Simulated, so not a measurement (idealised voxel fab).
process module | voxel gate over fins
165 nm wide, 5 nm square cells: that's cross-section cut.
Cross-sections here: square-cell grids, written as top-down lists of bands, a band being one or more rows of cells.
Top, bottom (nm), then materials left to right with widths (nm); lone material tagged "edge to edge" fills the whole band edge to edge; "air" = empty space.
Height datum 0, below which the as-received substrate wafer is one material. Lowest band open at the bottom, running downward: "from 0 down".
So if you see something like "30->40" for the width, read it as the top row of the band sitting at the first number and the bottom row at the second, with every row in between moving by the same amount as the last.
Where a step carries "nothing changed", the cross-section came out of it unchanged, cell for cell.
Entry "Non-vented voids". Content: empty spaces with no open connection to the top, size 8 cells or greater. Each: width x height at distance. Distance: from left edge. Unit: nm.
If you see something after the settings on a step's line, that's the simulator's own remark about that step.
For masked steps, "overlay nm" on the step line gives how far right of plan the mask actually lay; a minus sign means it lay to the left.

## Process steps (planned)
1. RECEIVE | material Si
2. CONFORMAL_DEP | material SiN | thk nm 10
3. MASKED_ETCH | tone cover | mask id FINS | width nm 15 | pitch nm 55 | etch materials SiN | depth nm 10 | overlay nm 0
4. MASKED_ETCH | tone cover | mask id FINS | width nm 15 | pitch nm 55 | etch materials Si | depth nm 30 | overlay nm 0
5. OXIDIZE | depth nm 5
6. FILL_DEP | material SiO2 | thk nm 5
7. CMP | height nm 10
8. DIRECTIONAL_DEP | material aC | thk nm 10
9. PATTERN | tone open | mask id RAIL | material resist | width nm 15 | thk nm 30 | overlay nm 0
10. DIRECTIONAL_ETCH | etch materials aC | depth nm 10
11. STRIP | etch materials resist
12. DIRECTIONAL_ETCH | etch materials SiO2 | depth nm 35
13. STRIP | etch materials aC
14. CONFORMAL_DEP | material TiN | thk nm 5
15. FILL_DEP | material W | thk nm 5
16. CMP | height nm 10
17. SELECTIVE_ETCH | etch materials W Ru TiN | depth nm 30
18. FILL_DEP | material SiO2 | thk nm 5
19. CMP | height nm 10
20. SELECTIVE_ETCH | etch materials SiO2 | depth nm 20
21. STRIP | etch materials SiN
22. CONFORMAL_DEP | material HfO2 | thk nm 5
23. CONFORMAL_DEP | material TiN | thk nm 5
24. CONFORMAL_DEP | material TiAl | thk nm 5
25. CONFORMAL_DEP | material TiN | thk nm 5
26. FILL_DEP | material W | thk nm 10
27. CMP | height nm 25
28. CONFORMAL_DEP | material SiN | thk nm 10

## Account of the first of two wafers, which was processed as intended

## Incoming wafer in cross-section (state: after step 1)
from 0 down = Si edge to edge
Non-vented voids: none

## After step 2: wafer cross-section
from 10 to 0 = SiN edge to edge
Everything under 0 stays put, no change at all.

## After step 3: wafer cross-section
from 10 to 0 = air=45 / SiN=15 / air=40 / SiN=15 / air=50
Everything under 0 stays put, no change at all.

## After step 4: wafer cross-section
from 10 to 0 = air=45 / SiN=15 / air=40 / SiN=15 / air=50
from 0 to -30 = air=45 / Si=15 / air=40 / Si=15 / air=50
Everything under -30 stays put, no change at all.

## After step 5: wafer cross-section
from 10 to 0 = air=45 / SiN=15 / air=40 / SiN=15 / air=50
from 0 to -30 = air=45 / SiO2=5 / Si=5 / SiO2=5 / air=40 / SiO2=5 / Si=5 / SiO2=5 / air=50
from -30 to -35 = SiO2=50 / Si=5 / SiO2=50 / Si=5 / SiO2=55
Everything under -35 stays put, no change at all.

## After step 6: wafer cross-section
from 15 to 10 = SiO2 edge to edge
from 10 to 0 = SiO2=45 / SiN=15 / SiO2=40 / SiN=15 / SiO2=50
from 0 to -35 = SiO2=50 / Si=5 / SiO2=50 / Si=5 / SiO2=55
Everything under -35 stays put, no change at all.

## After step 7: wafer cross-section
from 10 to 0 = SiO2=45 / SiN=15 / SiO2=40 / SiN=15 / SiO2=50
Everything under 0 stays put, no change at all.

## After step 8: wafer cross-section
from 20 to 10 = aC edge to edge
Everything under 10 stays put, no change at all.

## After step 9: wafer cross-section
from 50 to 20 = resist=70 / air=15 / resist=80
Everything under 20 stays put, no change at all.

## After step 10: wafer cross-section
from 40 to 20 = resist=70 / air=15 / resist=80
from 20 to 10 = aC=70 / air=15 / aC=80
Everything under 10 stays put, no change at all.

## After step 11: wafer cross-section
from 20 to 10 = aC=70 / air=15 / aC=80
Everything under 10 stays put, no change at all.

## After step 12: wafer cross-section
from 20 to 10 = aC=70 / air=15 / aC=80
from 10 to 0 = SiO2=45 / SiN=15 / SiO2=10 / air=15 / SiO2=15 / SiN=15 / SiO2=50
from 0 to -25 = SiO2=50 / Si=5 / SiO2=15 / air=15 / SiO2=20 / Si=5 / SiO2=55
Everything under -25 stays put, no change at all.

## After step 13: wafer cross-section
from 10 to 0 = SiO2=45 / SiN=15 / SiO2=10 / air=15 / SiO2=15 / SiN=15 / SiO2=50
Everything under 0 stays put, no change at all.

## After step 14: wafer cross-section
from 15 to 10 = TiN=75 / air=5 / TiN=85
from 10 to 0 = SiO2=45 / SiN=15 / SiO2=10 / TiN=5 / air=5 / TiN=5 / SiO2=15 / SiN=15 / SiO2=50
from 0 to -20 = SiO2=50 / Si=5 / SiO2=15 / TiN=5 / air=5 / TiN=5 / SiO2=20 / Si=5 / SiO2=55
from -20 to -25 = SiO2=50 / Si=5 / SiO2=15 / TiN=15 / SiO2=20 / Si=5 / SiO2=55
Everything under -25 stays put, no change at all.

## After step 15: wafer cross-section
from 20 to 15 = W edge to edge
from 15 to 10 = TiN=75 / W=5 / TiN=85
from 10 to 0 = SiO2=45 / SiN=15 / SiO2=10 / TiN=5 / W=5 / TiN=5 / SiO2=15 / SiN=15 / SiO2=50
from 0 to -20 = SiO2=50 / Si=5 / SiO2=15 / TiN=5 / W=5 / TiN=5 / SiO2=20 / Si=5 / SiO2=55
Everything under -20 stays put, no change at all.

## After step 16: wafer cross-section
from 10 to 0 = SiO2=45 / SiN=15 / SiO2=10 / TiN=5 / W=5 / TiN=5 / SiO2=15 / SiN=15 / SiO2=50
Everything under 0 stays put, no change at all.

## After step 17: wafer cross-section
from 10 to 0 = SiO2=45 / SiN=15 / SiO2=10 / air=15 / SiO2=15 / SiN=15 / SiO2=50
from 0 to -20 = SiO2=50 / Si=5 / SiO2=15 / air=15 / SiO2=20 / Si=5 / SiO2=55
Everything under -20 stays put, no change at all.

## After step 18: wafer cross-section
from 15 to 10 = SiO2 edge to edge
from 10 to 0 = SiO2=45 / SiN=15 / SiO2=40 / SiN=15 / SiO2=50
from 0 to -20 = SiO2=50 / Si=5 / SiO2=50 / Si=5 / SiO2=55
Everything under -20 stays put, no change at all.

## After step 19: wafer cross-section
from 10 to 0 = SiO2=45 / SiN=15 / SiO2=40 / SiN=15 / SiO2=50
Everything under 0 stays put, no change at all.

## After step 20: wafer cross-section
from 10 to 0 = air=45 / SiN=15 / air=40 / SiN=15 / air=50
from 0 to -10 = air=50 / Si=5 / air=50 / Si=5 / air=55
Everything under -10 stays put, no change at all.

## After step 21: wafer cross-section
from 0 to -10 = air=50 / Si=5 / air=50 / Si=5 / air=55
Everything under -10 stays put, no change at all.

## After step 22: wafer cross-section
from 5 to 0 = air=45 / HfO2=15 / air=40 / HfO2=15 / air=50
from 0 to -5 = air=45 / HfO2=5 / Si=5 / HfO2=5 / air=40 / HfO2=5 / Si=5 / HfO2=5 / air=50
from -5 to -10 = HfO2=50 / Si=5 / HfO2=50 / Si=5 / HfO2=55
Everything under -10 stays put, no change at all.

## After step 23: wafer cross-section
from 10 to 5 = air=40 / TiN=25 / air=30 / TiN=25 / air=45
from 5 to 0 = air=40 / TiN=5 / HfO2=15 / TiN=5 / air=30 / TiN=5 / HfO2=15 / TiN=5 / air=45
from 0 to -5 = TiN=45 / HfO2=5 / Si=5 / HfO2=5 / TiN=40 / HfO2=5 / Si=5 / HfO2=5 / TiN=50
Everything under -5 stays put, no change at all.

## After step 24: wafer cross-section
from 15 to 10 = air=35 / TiAl=35 / air=20 / TiAl=35 / air=40
from 10 to 5 = air=35 / TiAl=5 / TiN=25 / TiAl=5 / air=20 / TiAl=5 / TiN=25 / TiAl=5 / air=40
from 5 to 0 = TiAl=40 / TiN=5 / HfO2=15 / TiN=5 / TiAl=30 / TiN=5 / HfO2=15 / TiN=5 / TiAl=45
Everything under 0 stays put, no change at all.

## After step 25: wafer cross-section
from 20 to 15 = air=30 / TiN=45 / air=10 / TiN=45 / air=35
from 15 to 10 = air=30 / TiN=5 / TiAl=35 / TiN=5 / air=10 / TiN=5 / TiAl=35 / TiN=5 / air=35
from 10 to 5 = TiN=35 / TiAl=5 / TiN=25 / TiAl=5 / TiN=20 / TiAl=5 / TiN=25 / TiAl=5 / TiN=40
Everything under 5 stays put, no change at all.

## After step 26: wafer cross-section
from 30 to 20 = W edge to edge
from 20 to 15 = W=30 / TiN=45 / W=10 / TiN=45 / W=35
from 15 to 10 = W=30 / TiN=5 / TiAl=35 / TiN=5 / W=10 / TiN=5 / TiAl=35 / TiN=5 / W=35
Everything under 10 stays put, no change at all.

## After step 27: wafer cross-section
from 25 to 20 = W edge to edge
Everything under 20 stays put, no change at all.

## After step 28: wafer cross-section
from 35 to 25 = SiN edge to edge
Everything under 25 stays put, no change at all.

## Second wafer, same starting conditions and recipe as the first, one mistake in executing it, nothing differs from the first up to and including step 8

## Cross-section of the second wafer when, according to plan, step 9 should have finished
from 50 to 20 = resist=60 / air=15 / resist=90
Everything under 20 stays put, no change at all.

## Cross-section of the second wafer when, according to plan, step 10 should have finished
from 40 to 20 = resist=60 / air=15 / resist=90
from 20 to 10 = aC=60 / air=15 / aC=90
Everything under 10 stays put, no change at all.

## Cross-section of the second wafer when, according to plan, step 11 should have finished
from 20 to 10 = aC=60 / air=15 / aC=90
Everything under 10 stays put, no change at all.

## Cross-section of the second wafer when, according to plan, step 12 should have finished
from 20 to 10 = aC=60 / air=15 / aC=90
from 10 to 0 = SiO2=45 / SiN=15 / air=15 / SiO2=25 / SiN=15 / SiO2=50
from 0 to -25 = SiO2=50 / Si=5 / SiO2=5 / air=15 / SiO2=30 / Si=5 / SiO2=55
Everything under -25 stays put, no change at all.

## Cross-section of the second wafer when, according to plan, step 13 should have finished
from 10 to 0 = SiO2=45 / SiN=15 / air=15 / SiO2=25 / SiN=15 / SiO2=50
Everything under 0 stays put, no change at all.

## Cross-section of the second wafer when, according to plan, step 14 should have finished
from 15 to 10 = TiN=65 / air=5 / TiN=95
from 10 to 0 = SiO2=45 / SiN=15 / TiN=5 / air=5 / TiN=5 / SiO2=25 / SiN=15 / SiO2=50
from 0 to -20 = SiO2=50 / Si=5 / SiO2=5 / TiN=5 / air=5 / TiN=5 / SiO2=30 / Si=5 / SiO2=55
from -20 to -25 = SiO2=50 / Si=5 / SiO2=5 / TiN=15 / SiO2=30 / Si=5 / SiO2=55
Everything under -25 stays put, no change at all.

## Cross-section of the second wafer when, according to plan, step 15 should have finished
from 20 to 15 = W edge to edge
from 15 to 10 = TiN=65 / W=5 / TiN=95
from 10 to 0 = SiO2=45 / SiN=15 / TiN=5 / W=5 / TiN=5 / SiO2=25 / SiN=15 / SiO2=50
from 0 to -20 = SiO2=50 / Si=5 / SiO2=5 / TiN=5 / W=5 / TiN=5 / SiO2=30 / Si=5 / SiO2=55
Everything under -20 stays put, no change at all.

## Cross-section of the second wafer when, according to plan, step 16 should have finished
from 10 to 0 = SiO2=45 / SiN=15 / TiN=5 / W=5 / TiN=5 / SiO2=25 / SiN=15 / SiO2=50
Everything under 0 stays put, no change at all.

## Cross-section of the second wafer when, according to plan, step 17 should have finished
from 10 to 0 = SiO2=45 / SiN=15 / air=15 / SiO2=25 / SiN=15 / SiO2=50
from 0 to -20 = SiO2=50 / Si=5 / SiO2=5 / air=15 / SiO2=30 / Si=5 / SiO2=55
Everything under -20 stays put, no change at all.

## Cross-section of the second wafer when, according to plan, step 18 should have finished
from 15 to 10 = SiO2 edge to edge
from 10 to 0 = SiO2=45 / SiN=15 / SiO2=40 / SiN=15 / SiO2=50
from 0 to -20 = SiO2=50 / Si=5 / SiO2=50 / Si=5 / SiO2=55
Everything under -20 stays put, no change at all.

## Cross-section of the second wafer when, according to plan, step 19 should have finished
from 10 to 0 = SiO2=45 / SiN=15 / SiO2=40 / SiN=15 / SiO2=50
Everything under 0 stays put, no change at all.

## Cross-section of the second wafer when, according to plan, step 20 should have finished
from 10 to 0 = air=45 / SiN=15 / air=40 / SiN=15 / air=50
from 0 to -10 = air=50 / Si=5 / air=50 / Si=5 / air=55
Everything under -10 stays put, no change at all.

## Cross-section of the second wafer when, according to plan, step 21 should have finished
from 0 to -10 = air=50 / Si=5 / air=50 / Si=5 / air=55
Everything under -10 stays put, no change at all.

## Cross-section of the second wafer when, according to plan, step 22 should have finished
from 5 to 0 = air=45 / HfO2=15 / air=40 / HfO2=15 / air=50
from 0 to -5 = air=45 / HfO2=5 / Si=5 / HfO2=5 / air=40 / HfO2=5 / Si=5 / HfO2=5 / air=50
from -5 to -10 = HfO2=50 / Si=5 / HfO2=50 / Si=5 / HfO2=55
Everything under -10 stays put, no change at all.

## Cross-section of the second wafer when, according to plan, step 23 should have finished
from 10 to 5 = air=40 / TiN=25 / air=30 / TiN=25 / air=45
from 5 to 0 = air=40 / TiN=5 / HfO2=15 / TiN=5 / air=30 / TiN=5 / HfO2=15 / TiN=5 / air=45
from 0 to -5 = TiN=45 / HfO2=5 / Si=5 / HfO2=5 / TiN=40 / HfO2=5 / Si=5 / HfO2=5 / TiN=50
Everything under -5 stays put, no change at all.

## Cross-section of the second wafer when, according to plan, step 24 should have finished
from 15 to 10 = air=35 / TiAl=35 / air=20 / TiAl=35 / air=40
from 10 to 5 = air=35 / TiAl=5 / TiN=25 / TiAl=5 / air=20 / TiAl=5 / TiN=25 / TiAl=5 / air=40
from 5 to 0 = TiAl=40 / TiN=5 / HfO2=15 / TiN=5 / TiAl=30 / TiN=5 / HfO2=15 / TiN=5 / TiAl=45
Everything under 0 stays put, no change at all.

## Cross-section of the second wafer when, according to plan, step 25 should have finished
from 20 to 15 = air=30 / TiN=45 / air=10 / TiN=45 / air=35
from 15 to 10 = air=30 / TiN=5 / TiAl=35 / TiN=5 / air=10 / TiN=5 / TiAl=35 / TiN=5 / air=35
from 10 to 5 = TiN=35 / TiAl=5 / TiN=25 / TiAl=5 / TiN=20 / TiAl=5 / TiN=25 / TiAl=5 / TiN=40
Everything under 5 stays put, no change at all.

## Cross-section of the second wafer when, according to plan, step 26 should have finished
from 30 to 20 = W edge to edge
from 20 to 15 = W=30 / TiN=45 / W=10 / TiN=45 / W=35
from 15 to 10 = W=30 / TiN=5 / TiAl=35 / TiN=5 / W=10 / TiN=5 / TiAl=35 / TiN=5 / W=35
Everything under 10 stays put, no change at all.

## Cross-section of the second wafer when, according to plan, step 27 should have finished
from 25 to 20 = W edge to edge
Everything under 20 stays put, no change at all.

## Cross-section of the second wafer when, according to plan, step 28 should have finished
from 35 to 25 = SiN edge to edge
Everything under 25 stays put, no change at all.
Deviation from plan: in deviation from the planned setting, step 9 was conducted as PATTERN | tone open | mask id RAIL | material resist | width nm 15 | thk nm 30 | overlay nm -10
At the end, the second wafer has the same number of cells of each material as the first, but those cells sit in other places.
